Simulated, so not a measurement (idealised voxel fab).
process module | voxel air gaps
cross-section cut | 245 nm wide | cells 5 nm
A cross-section is a grid of square cells, given in bands from the top down. A band is one or more rows of cells.
Each band's line starts with the height of the band's top and of its bottom, in nm. Then come its materials from left to right, each with its width in nm. One material with "throughout" fills the band from edge to edge. "air" is empty space.
Height 0 is the level under which the wafer as received is all one material. The lowest band goes on downwards, as in "0 down".
A width such as "30 to 40" changes by the same amount from each row of cells to the next, from the band's top row to its bottom row.
"no change" after a step means that no cell of the cross-section changed.
closed voids: empty space of 8 cells or more with no open way to the top, each as width x height at its distance from the left edge, in nm
after a step's settings: what the simulator itself notes on the step
overlay nm, on a step with a mask: how far to the right of its planned place the mask lay; to the left if negative
plan
1 op RECEIVE | material Si
2 op CONFORMAL_DEP | material SiO2 | thk nm 10
3 op CONFORMAL_DEP | material SiCN | thk nm 5
4 op DIRECTIONAL_DEP | material SiO2 | thk nm 40
5 op MASKED_ETCH | tone open | mask id LINES | width nm 25 | pitch nm 50 | etch materials SiO2 | depth nm 40 | overlay nm -15
6 op CONFORMAL_DEP | material TiN | thk nm 5
7 op FILL_DEP | material W | thk nm 5
8 op CMP | height nm 55
9 op EPI | material Ru | thk nm 10
10 op SELECTIVE_ETCH | etch materials SiO2 | depth nm 50
11 op CONFORMAL_DEP | material SiCN | thk nm 5
varied across the wafers: overlay nm of step 5. The plan shows the first wafer's value. All wafers start alike
first wafer as received, after step 1
  0 down: Si throughout
  closed voids: none
each wafer at the end: cells of each material gained (+) or lost (-) since it was received, then its closed voids
overlay nm -15 | +54 Ru | +174 SiCN | +98 SiO2 | +57 TiN | +63 W | closed voids: 15 x 30 at 75; 15 x 30 at 125
overlay nm -10 | +54 Ru | +174 SiCN | +98 SiO2 | +57 TiN | +63 W | closed voids: 15 x 30 at 80; 15 x 30 at 130
overlay nm -5 | +54 Ru | +174 SiCN | +98 SiO2 | +57 TiN | +63 W | closed voids: 15 x 30 at 85; 15 x 30 at 135
overlay nm 0 | +54 Ru | +174 SiCN | +98 SiO2 | +57 TiN | +63 W | closed voids: 15 x 30 at 90; 15 x 30 at 140
overlay nm 5 | +54 Ru | +174 SiCN | +98 SiO2 | +57 TiN | +63 W | closed voids: 15 x 30 at 95; 15 x 30 at 145
overlay nm 10 | +54 Ru | +174 SiCN | +98 SiO2 | +57 TiN | +63 W | closed voids: 15 x 30 at 100; 15 x 30 at 150
overlay nm 15 | +54 Ru | +174 SiCN | +98 SiO2 | +57 TiN | +63 W | closed voids: 15 x 30 at 105; 15 x 30 at 155
